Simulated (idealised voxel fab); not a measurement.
process module | voxel self aligned vias
cross-section cut | 275 nm wide | cells 5 nm
A cross-section is a grid of square cells, given in bands from the top down. A band is one or more rows of cells.
Each band's line starts with the height of the band's top and of its bottom, in nm. Then come its materials from left to right, each with its width in nm. One material with "throughout" fills the band from edge to edge. "air" is empty space.
Height 0 is the level under which the wafer as received is all one material. The lowest band goes on downwards, as in "0 down".
A width such as "30 to 40" changes by the same amount from each row of cells to the next, from the band's top row to its bottom row.
"no change" after a step means that no cell of the cross-section changed.
closed voids: empty space of 8 cells or more with no open way to the top, each as width x height at its distance from the left edge, in nm
after a step's settings: what the simulator itself notes on the step
overlay nm, on a step with a mask: how far to the right of its planned place the mask lay; to the left if negative
plan
1 op RECEIVE | material Si
2 op CONFORMAL_DEP | material SiO2 | thk nm 15
3 op CONFORMAL_DEP | material SiCN | thk nm 5
4 op DIRECTIONAL_DEP | material SiO2 | thk nm 20
5 op PATTERN | tone open | mask id LINES | material resist | width nm 20 | pitch nm 55 | thk nm 15 | overlay nm 0
6 op DIRECTIONAL_ETCH | etch materials SiO2 | depth nm 20
7 op STRIP | etch materials resist
8 op CONFORMAL_DEP | material TiN | thk nm 5
9 op FILL_DEP | material Ru | thk nm 5
10 op CMP | height nm 40
11 op SELECTIVE_ETCH | etch materials W Ru TiN | depth nm 10
12 op FILL_DEP | material SiN | thk nm 5
13 op CMP | height nm 40
14 op DIRECTIONAL_DEP | material SiO2 | thk nm 15
15 op MASKED_ETCH | tone open | mask id VIAS | width nm 30 | pitch nm 55 | etch materials SiO2 | depth nm 15 | overlay nm 0
16 op MASKED_ETCH | tone open | mask id VIAS | width nm 30 | pitch nm 55 | etch materials SiN | depth nm 10 | overlay nm 0
17 op CONFORMAL_DEP | material TiN | thk nm 5
18 op FILL_DEP | material W | thk nm 5
19 op CMP | height nm 55
20 op CONFORMAL_DEP | material SiCN | thk nm 5
first wafer, as planned
as received, after step 1
  0 down: Si throughout
  closed voids: none
after step 2
  15 to 0: SiO2 throughout
  below 0: unchanged
after step 3
  20 to 15: SiCN throughout
  below 15: unchanged
after step 4
  40 to 20: SiO2 throughout
  below 20: unchanged
after step 5
  55 to 40: resist 70 | air 20 | resist 35 | air 20 | resist 35 | air 20 | resist 75
  below 40: unchanged
after step 6
  55 to 40: resist 70 | air 20 | resist 35 | air 20 | resist 35 | air 20 | resist 75
  40 to 20: SiO2 70 | air 20 | SiO2 35 | air 20 | SiO2 35 | air 20 | SiO2 75
  below 20: unchanged
after step 7
  40 to 20: SiO2 70 | air 20 | SiO2 35 | air 20 | SiO2 35 | air 20 | SiO2 75
  below 20: unchanged
after step 8
  45 to 40: TiN 75 | air 10 | TiN 45 | air 10 | TiN 45 | air 10 | TiN 80
  40 to 25: SiO2 70 | TiN 5 | air 10 | TiN 5 | SiO2 35 | TiN 5 | air 10 | TiN 5 | SiO2 35 | TiN 5 | air 10 | TiN 5 | SiO2 75
  25 to 20: SiO2 70 | TiN 20 | SiO2 35 | TiN 20 | SiO2 35 | TiN 20 | SiO2 75
  below 20: unchanged
after step 9
  50 to 45: Ru throughout
  45 to 40: TiN 75 | Ru 10 | TiN 45 | Ru 10 | TiN 45 | Ru 10 | TiN 80
  40 to 25: SiO2 70 | TiN 5 | Ru 10 | TiN 5 | SiO2 35 | TiN 5 | Ru 10 | TiN 5 | SiO2 35 | TiN 5 | Ru 10 | TiN 5 | SiO2 75
  below 25: unchanged
after step 10
  40 to 25: SiO2 70 | TiN 5 | Ru 10 | TiN 5 | SiO2 35 | TiN 5 | Ru 10 | TiN 5 | SiO2 35 | TiN 5 | Ru 10 | TiN 5 | SiO2 75
  below 25: unchanged
after step 11
  40 to 30: SiO2 70 | air 20 | SiO2 35 | air 20 | SiO2 35 | air 20 | SiO2 75
  below 30: unchanged
after step 12
  45 to 40: SiN throughout
  40 to 30: SiO2 70 | SiN 20 | SiO2 35 | SiN 20 | SiO2 35 | SiN 20 | SiO2 75
  below 30: unchanged
after step 13
  40 to 30: SiO2 70 | SiN 20 | SiO2 35 | SiN 20 | SiO2 35 | SiN 20 | SiO2 75
  below 30: unchanged
after step 14
  55 to 40: SiO2 throughout
  below 40: unchanged
after step 15
  55 to 40: SiO2 65 | air 30 | SiO2 25 | air 30 | SiO2 25 | air 30 | SiO2 70
  below 40: unchanged
after step 16
  55 to 40: SiO2 65 | air 30 | SiO2 25 | air 30 | SiO2 25 | air 30 | SiO2 70
  40 to 30: SiO2 70 | air 20 | SiO2 35 | air 20 | SiO2 35 | air 20 | SiO2 75
  below 30: unchanged
after step 17
  60 to 55: TiN 70 | air 20 | TiN 35 | air 20 | TiN 35 | air 20 | TiN 75
  55 to 45: SiO2 65 | TiN 5 | air 20 | TiN 5 | SiO2 25 | TiN 5 | air 20 | TiN 5 | SiO2 25 | TiN 5 | air 20 | TiN 5 | SiO2 70
  45 to 35: SiO2 65 to 70 | TiN 10 to 5 | air 10 | TiN 10 to 5 | SiO2 25 to 35 | TiN 10 to 5 | air 10 | TiN 10 to 5 | SiO2 25 to 35 | TiN 10 to 5 | air 10 | TiN 10 to 5 | SiO2 70 to 75
  35 to 30: SiO2 70 | TiN 20 | SiO2 35 | TiN 20 | SiO2 35 | TiN 20 | SiO2 75
  below 30: unchanged
after step 18
  65 to 60: W throughout
  60 to 55: TiN 70 | W 20 | TiN 35 | W 20 | TiN 35 | W 20 | TiN 75
  55 to 45: SiO2 65 | TiN 5 | W 20 | TiN 5 | SiO2 25 | TiN 5 | W 20 | TiN 5 | SiO2 25 | TiN 5 | W 20 | TiN 5 | SiO2 70
  45 to 35: SiO2 65 to 70 | TiN 10 to 5 | W 10 | TiN 10 to 5 | SiO2 25 to 35 | TiN 10 to 5 | W 10 | TiN 10 to 5 | SiO2 25 to 35 | TiN 10 to 5 | W 10 | TiN 10 to 5 | SiO2 70 to 75
  below 35: unchanged
after step 19
  55 to 45: SiO2 65 | TiN 5 | W 20 | TiN 5 | SiO2 25 | TiN 5 | W 20 | TiN 5 | SiO2 25 | TiN 5 | W 20 | TiN 5 | SiO2 70
  below 45: unchanged
after step 20
  60 to 55: SiCN throughout
  below 55: unchanged
second wafer: like start, like plan, one mistake. Through step 1 it matches the first wafer
when step 2 should have ended
  15 to 0: Ru throughout
  below 0: unchanged
when step 3 should have ended
  20 to 15: SiCN throughout
  below 15: unchanged
when step 4 should have ended
  40 to 20: SiO2 throughout
  below 20: unchanged
when step 5 should have ended
  55 to 40: resist 70 | air 20 | resist 35 | air 20 | resist 35 | air 20 | resist 75
  below 40: unchanged
when step 6 should have ended
  55 to 40: resist 70 | air 20 | resist 35 | air 20 | resist 35 | air 20 | resist 75
  40 to 20: SiO2 70 | air 20 | SiO2 35 | air 20 | SiO2 35 | air 20 | SiO2 75
  below 20: unchanged
when step 7 should have ended
  40 to 20: SiO2 70 | air 20 | SiO2 35 | air 20 | SiO2 35 | air 20 | SiO2 75
  below 20: unchanged
when step 8 should have ended
  45 to 40: TiN 75 | air 10 | TiN 45 | air 10 | TiN 45 | air 10 | TiN 80
  40 to 25: SiO2 70 | TiN 5 | air 10 | TiN 5 | SiO2 35 | TiN 5 | air 10 | TiN 5 | SiO2 35 | TiN 5 | air 10 | TiN 5 | SiO2 75
  25 to 20: SiO2 70 | TiN 20 | SiO2 35 | TiN 20 | SiO2 35 | TiN 20 | SiO2 75
  below 20: unchanged
when step 9 should have ended
  50 to 45: Ru throughout
  45 to 40: TiN 75 | Ru 10 | TiN 45 | Ru 10 | TiN 45 | Ru 10 | TiN 80
  40 to 25: SiO2 70 | TiN 5 | Ru 10 | TiN 5 | SiO2 35 | TiN 5 | Ru 10 | TiN 5 | SiO2 35 | TiN 5 | Ru 10 | TiN 5 | SiO2 75
  below 25: unchanged
when step 10 should have ended
  40 to 25: SiO2 70 | TiN 5 | Ru 10 | TiN 5 | SiO2 35 | TiN 5 | Ru 10 | TiN 5 | SiO2 35 | TiN 5 | Ru 10 | TiN 5 | SiO2 75
  below 25: unchanged
when step 11 should have ended
  40 to 30: SiO2 70 | air 20 | SiO2 35 | air 20 | SiO2 35 | air 20 | SiO2 75
  below 30: unchanged
when step 12 should have ended
  45 to 40: SiN throughout
  40 to 30: SiO2 70 | SiN 20 | SiO2 35 | SiN 20 | SiO2 35 | SiN 20 | SiO2 75
  below 30: unchanged
when step 13 should have ended
  40 to 30: SiO2 70 | SiN 20 | SiO2 35 | SiN 20 | SiO2 35 | SiN 20 | SiO2 75
  below 30: unchanged
when step 14 should have ended
  55 to 40: SiO2 throughout
  below 40: unchanged
when step 15 should have ended
  55 to 40: SiO2 65 | air 30 | SiO2 25 | air 30 | SiO2 25 | air 30 | SiO2 70
  below 40: unchanged
when step 16 should have ended
  55 to 40: SiO2 65 | air 30 | SiO2 25 | air 30 | SiO2 25 | air 30 | SiO2 70
  40 to 30: SiO2 70 | air 20 | SiO2 35 | air 20 | SiO2 35 | air 20 | SiO2 75
  below 30: unchanged
when step 17 should have ended
  60 to 55: TiN 70 | air 20 | TiN 35 | air 20 | TiN 35 | air 20 | TiN 75
  55 to 45: SiO2 65 | TiN 5 | air 20 | TiN 5 | SiO2 25 | TiN 5 | air 20 | TiN 5 | SiO2 25 | TiN 5 | air 20 | TiN 5 | SiO2 70
  45 to 35: SiO2 65 to 70 | TiN 10 to 5 | air 10 | TiN 10 to 5 | SiO2 25 to 35 | TiN 10 to 5 | air 10 | TiN 10 to 5 | SiO2 25 to 35 | TiN 10 to 5 | air 10 | TiN 10 to 5 | SiO2 70 to 75
  35 to 30: SiO2 70 | TiN 20 | SiO2 35 | TiN 20 | SiO2 35 | TiN 20 | SiO2 75
  below 30: unchanged
when step 18 should have ended
  65 to 60: W throughout
  60 to 55: TiN 70 | W 20 | TiN 35 | W 20 | TiN 35 | W 20 | TiN 75
  55 to 45: SiO2 65 | TiN 5 | W 20 | TiN 5 | SiO2 25 | TiN 5 | W 20 | TiN 5 | SiO2 25 | TiN 5 | W 20 | TiN 5 | SiO2 70
  45 to 35: SiO2 65 to 70 | TiN 10 to 5 | W 10 | TiN 10 to 5 | SiO2 25 to 35 | TiN 10 to 5 | W 10 | TiN 10 to 5 | SiO2 25 to 35 | TiN 10 to 5 | W 10 | TiN 10 to 5 | SiO2 70 to 75
  below 35: unchanged
when step 19 should have ended
  55 to 45: SiO2 65 | TiN 5 | W 20 | TiN 5 | SiO2 25 | TiN 5 | W 20 | TiN 5 | SiO2 25 | TiN 5 | W 20 | TiN 5 | SiO2 70
  below 45: unchanged
when step 20 should have ended
  60 to 55: SiCN throughout
  below 55: unchanged
what went wrong: step 2 ran as: op CONFORMAL_DEP | material Ru | thk nm 15
at the end the second wafer has, in cells: 165 more of Ru | 165 fewer of SiO2
